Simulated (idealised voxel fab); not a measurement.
Process module, titled voxel self aligned vias
Section shown: cut. Width: 175 nm. Cell size: 5 nm, square.
In this document a cross-section is written as a grid of square cells. It is given as a series of bands, listed from the top down, and a band is one or more rows of cells.
In this notation a band is specified by the heights of its top and bottom, in that order and in nm, after which its materials appear from left to right, each paired with its width in nm. The word "everywhere" attached to a single material means that material fills the band from edge to edge; the word "blank" stands for empty space.
Heights are reckoned from 0. Under this level, the received wafer is all of one material. The bottommost band is open-ended downward, for example "top 0, no bottom".
A width such as "30 to 40" changes by the same amount from each row of cells to the next, from the band's top row to its bottom row.
A step reported as "nothing altered" is a step in which no cell of the cross-section changed.
Look at "Non-vented voids" for the closed voids: empty spaces with no open path to the top, sized 8 cells or up. Each is width x height at distance, distance from the left edge, all nm.
On each step's line, the part that comes after the settings is the simulator's own comment on the step.
Regarding "overlay nm": on a step with a mask, it is the distance the mask lay to the right of its planned place; a negative value places it to the left.

THE PLANNED PROCESS STEPS ARE ENUMERATED HEREUNDER
1) op RECEIVE | material Si
2) op CONFORMAL_DEP | material SiO2 | thk nm 15
3) op CONFORMAL_DEP | material SiCN | thk nm 5
4) op DIRECTIONAL_DEP | material lowk | thk nm 25
5) op DIRECTIONAL_DEP | material aC | thk nm 15
6) op PATTERN | tone open | mask id LINES | material resist | width nm 25 | pitch nm 65 | thk nm 35 | overlay nm 0
7) op DIRECTIONAL_ETCH | etch materials aC | depth nm 15
8) op STRIP | etch materials resist
9) op DIRECTIONAL_ETCH | etch materials lowk | depth nm 25
10) op STRIP | etch materials aC
11) op CONFORMAL_DEP | material TiN | thk nm 5
12) op FILL_DEP | material W | thk nm 10
13) op CMP | height nm 45
14) op SELECTIVE_ETCH | etch materials W Ru TiN | depth nm 5
15) op FILL_DEP | material SiN | thk nm 5
16) op CMP | height nm 45
17) op DIRECTIONAL_DEP | material lowk | thk nm 15
18) op MASKED_ETCH | tone open | mask id VIAS | width nm 35 | etch materials lowk | depth nm 15 | overlay nm 0
19) op MASKED_ETCH | tone open | mask id VIAS | width nm 35 | etch materials SiN | depth nm 5 | overlay nm 0
20) op CONFORMAL_DEP | material TiN | thk nm 5
21) op FILL_DEP | material Cu | thk nm 5
22) op CMP | height nm 60
23) op CONFORMAL_DEP | material SiN | thk nm 5

INCOMING WAFER IN CROSS-SECTION (STATE: AFTER STEP 1)
* top 0, no bottom  Si everywhere
* Non-vented voids: none

FIRST WAFER AT THE END, AS PLANNED
* top 65, bottom 60  SiN everywhere
* top 60, bottom 50  lowk (35), TiN (5), Cu (25), TiN (5), lowk (105)
* top 50, bottom 45  lowk (35), TiN (10), Cu (15), TiN (10), lowk (105)
* top 45, bottom 40  lowk (40), TiN (25), lowk (40), SiN (25), lowk (45)
* top 40, bottom 25  lowk (40), TiN (5), W (15), TiN (5), lowk (40), TiN (5), W (15), TiN (5), lowk (45)
* top 25, bottom 20  lowk (40), TiN (25), lowk (40), TiN (25), lowk (45)
* top 20, bottom 15  SiCN everywhere
* top 15, bottom 0  SiO2 everywhere
* top 0, no bottom  Si everywhere
* Non-vented voids: none

END-OF-MODULE CROSS-SECTION OF THE SECOND WAFER: IDENTICAL STARTING POINT AND PROCESS PLAN TO THE FIRST, WITH ONE PROCESSING MISTAKE
* top 65, bottom 60  SiN everywhere
* top 60, bottom 50  lowk (35), TiN (5), Cu (25), TiN (5), lowk (105)
* top 50, bottom 45  lowk (35), TiN (10), Cu (15), TiN (10), lowk (105)
* top 45, bottom 40  lowk (40), TiN (25), lowk (40), SiN (25), lowk (45)
* top 40, bottom 35  lowk (40), TiN (25), lowk (40), TiN (25), lowk (45)
* top 35, bottom 30  SiCN everywhere
* top 30, bottom 0  SiO2 everywhere
* top 0, no bottom  Si everywhere
* Non-vented voids: none
Deviation noted in wafer processing: heads up, step 2 of the plan got done twice
Once processing is complete, comparing cell counts shows that the second wafer has more or fewer of certain materials than the first: +105 SiO2; -12 TiN; -18 W; -75 lowk
